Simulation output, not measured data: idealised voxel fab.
A process module follows: voxel double patterning.
Square cell edge 5 nm, section width 230 nm, ID cut.
Cross-section, as written here: a square-cell grid given band by band from the top down, where a band holds one or more rows of cells. For a band, the entry starts with two heights in nm, that of the top and then that of the bottom, and carries on with the band's materials in order from left to right, each alongside its width in nm; the word "edge to edge" beside a single material means it fills the band edge to edge, and "air" means empty space. Heights are expressed relative to 0, this being the level below which the as-received wafer comprises one material exclusively. The lowest band is unbounded in the downward direction and is denoted as in "0 and below". So if you see something like "30 to 40" for the width, read it as the top row of the band sitting at the first number and the bottom row at the second, with every row in between moving by the same amount as the last. Where the words "same as before" appear for a step, the cross-section shows no cell changed by that step; every cell remained as before. Heads up: "Closed void table" only lists the empty pockets with no open path to the top that are 8 cells or more, and it writes them as width x height at distance, distance from the left edge, in nm. Step line, after settings: the simulator's comment on this step. overlay nm: how far to the right of its planned place the mask lay on this masked step (negative: to the left).

[Process steps foreseen in the plan]
step 1: RECEIVE [material Si]
step 2: CONFORMAL_DEP [material SiO2] [thk nm 5]
step 3: DIRECTIONAL_DEP [material W] [thk nm 20]
step 4: DIRECTIONAL_DEP [material SiCN] [thk nm 10]
step 5: DIRECTIONAL_DEP [material aC] [thk nm 10]
step 6: PATTERN [tone open] [mask id FIRST] [material resist] [width nm 15] [pitch nm 50] [thk nm 25] [overlay nm 0]
step 7: DIRECTIONAL_ETCH [etch materials aC] [depth nm 10]
step 8: STRIP [etch materials resist]
step 9: DIRECTIONAL_ETCH [etch materials SiCN] [depth nm 10]
step 10: STRIP [etch materials aC]
step 11: MASKED_ETCH [tone open] [mask id SECOND] [width nm 15] [pitch nm 50] [etch materials SiCN] [depth nm 10] [overlay nm 0]
step 12: DIRECTIONAL_ETCH [etch materials W] [depth nm 20]
step 13: STRIP [etch materials SiCN]

[So, the first of our two wafers, run just as we planned it]

[Wafer at receipt (post step 1), cross-section]
* 0 and below  Si edge to edge
* Closed void table: none

[Take a look at the wafer's cross-section after step 2]
* 5 down to 0  SiO2 edge to edge
* No changes below 0.

[Take a look at the wafer's cross-section after step 3]
* 25 down to 5  W edge to edge
* No changes below 5.

[Take a look at the wafer's cross-section after step 4]
* 35 down to 25  SiCN edge to edge
* No changes below 25.

[Take a look at the wafer's cross-section after step 5]
* 45 down to 35  aC edge to edge
* No changes below 35.

[Take a look at the wafer's cross-section after step 6]
* 70 down to 45  55 nm resist, 15 nm air, 35 nm resist, 15 nm air, 35 nm resist, 15 nm air, 60 nm resist
* No changes below 45.

[Take a look at the wafer's cross-section after step 7]
* 60 down to 45  55 nm resist, 15 nm air, 35 nm resist, 15 nm air, 35 nm resist, 15 nm air, 60 nm resist
* 45 down to 35  55 nm aC, 15 nm air, 35 nm aC, 15 nm air, 35 nm aC, 15 nm air, 60 nm aC
* No changes below 35.

[Take a look at the wafer's cross-section after step 8]
* 45 down to 35  55 nm aC, 15 nm air, 35 nm aC, 15 nm air, 35 nm aC, 15 nm air, 60 nm aC
* No changes below 35.

[Take a look at the wafer's cross-section after step 9]
* 45 down to 35  55 nm aC, 15 nm air, 35 nm aC, 15 nm air, 35 nm aC, 15 nm air, 60 nm aC
* 35 down to 25  55 nm SiCN, 15 nm air, 35 nm SiCN, 15 nm air, 35 nm SiCN, 15 nm air, 60 nm SiCN
* No changes below 25.

[Take a look at the wafer's cross-section after step 10]
* 35 down to 25  55 nm SiCN, 15 nm air, 35 nm SiCN, 15 nm air, 35 nm SiCN, 15 nm air, 60 nm SiCN
* No changes below 25.

[Take a look at the wafer's cross-section after step 11]
* 35 down to 25  55 nm SiCN, 15 nm air, 10 nm SiCN, 15 nm air, 10 nm SiCN, 15 nm air, 10 nm SiCN, 15 nm air, 10 nm SiCN, 15 nm air, 60 nm SiCN
* No changes below 25.

[Take a look at the wafer's cross-section after step 12]
* 35 down to 25  55 nm SiCN, 15 nm air, 10 nm SiCN, 15 nm air, 10 nm SiCN, 15 nm air, 10 nm SiCN, 15 nm air, 10 nm SiCN, 15 nm air, 60 nm SiCN
* 25 down to 5  55 nm W, 15 nm air, 10 nm W, 15 nm air, 10 nm W, 15 nm air, 10 nm W, 15 nm air, 10 nm W, 15 nm air, 60 nm W
* No changes below 5.

[Take a look at the wafer's cross-section after step 13]
* 25 down to 5  55 nm W, 15 nm air, 10 nm W, 15 nm air, 10 nm W, 15 nm air, 10 nm W, 15 nm air, 10 nm W, 15 nm air, 60 nm W
* No changes below 5.

[The Second Wafer: Common Origin and Plan, One Mistake in Execution, Identical to the First Through Step 5]

[Cross-section of the second wafer at the time step 6 of the plan should have ended]
* 70 down to 45  50 nm resist, 25 nm air, 25 nm resist, 25 nm air, 25 nm resist, 25 nm air, 55 nm resist
* No changes below 45.

[Cross-section of the second wafer at the time step 7 of the plan should have ended]
* 60 down to 45  50 nm resist, 25 nm air, 25 nm resist, 25 nm air, 25 nm resist, 25 nm air, 55 nm resist
* 45 down to 35  50 nm aC, 25 nm air, 25 nm aC, 25 nm air, 25 nm aC, 25 nm air, 55 nm aC
* No changes below 35.

[Cross-section of the second wafer at the time step 8 of the plan should have ended]
* 45 down to 35  50 nm aC, 25 nm air, 25 nm aC, 25 nm air, 25 nm aC, 25 nm air, 55 nm aC
* No changes below 35.

[Cross-section of the second wafer at the time step 9 of the plan should have ended]
* 45 down to 35  50 nm aC, 25 nm air, 25 nm aC, 25 nm air, 25 nm aC, 25 nm air, 55 nm aC
* 35 down to 25  50 nm SiCN, 25 nm air, 25 nm SiCN, 25 nm air, 25 nm SiCN, 25 nm air, 55 nm SiCN
* No changes below 25.

[Cross-section of the second wafer at the time step 10 of the plan should have ended]
* 35 down to 25  50 nm SiCN, 25 nm air, 25 nm SiCN, 25 nm air, 25 nm SiCN, 25 nm air, 55 nm SiCN
* No changes below 25.

[Cross-section of the second wafer at the time step 11 of the plan should have ended]
* 35 down to 25  50 nm SiCN, 25 nm air, 5 nm SiCN, 15 nm air, 5 nm SiCN, 25 nm air, 5 nm SiCN, 15 nm air, 5 nm SiCN, 25 nm air, 55 nm SiCN
* No changes below 25.

[Cross-section of the second wafer at the time step 12 of the plan should have ended]
* 35 down to 25  50 nm SiCN, 25 nm air, 5 nm SiCN, 15 nm air, 5 nm SiCN, 25 nm air, 5 nm SiCN, 15 nm air, 5 nm SiCN, 25 nm air, 55 nm SiCN
* 25 down to 5  50 nm W, 25 nm air, 5 nm W, 15 nm air, 5 nm W, 25 nm air, 5 nm W, 15 nm air, 5 nm W, 25 nm air, 55 nm W
* No changes below 5.

[Cross-section of the second wafer at the time step 13 of the plan should have ended]
* 25 down to 5  50 nm W, 25 nm air, 5 nm W, 15 nm air, 5 nm W, 25 nm air, 5 nm W, 15 nm air, 5 nm W, 25 nm air, 55 nm W
* No changes below 5.
Plan not followed: step 6 changed vs plan, executed as PATTERN [tone open] [mask id FIRST] [material resist] [width nm 25] [pitch nm 50] [thk nm 25] [overlay nm 0]
Per the end-of-run cell counts, the second wafer holds more or fewer of some materials than the first: 24 fewer of W
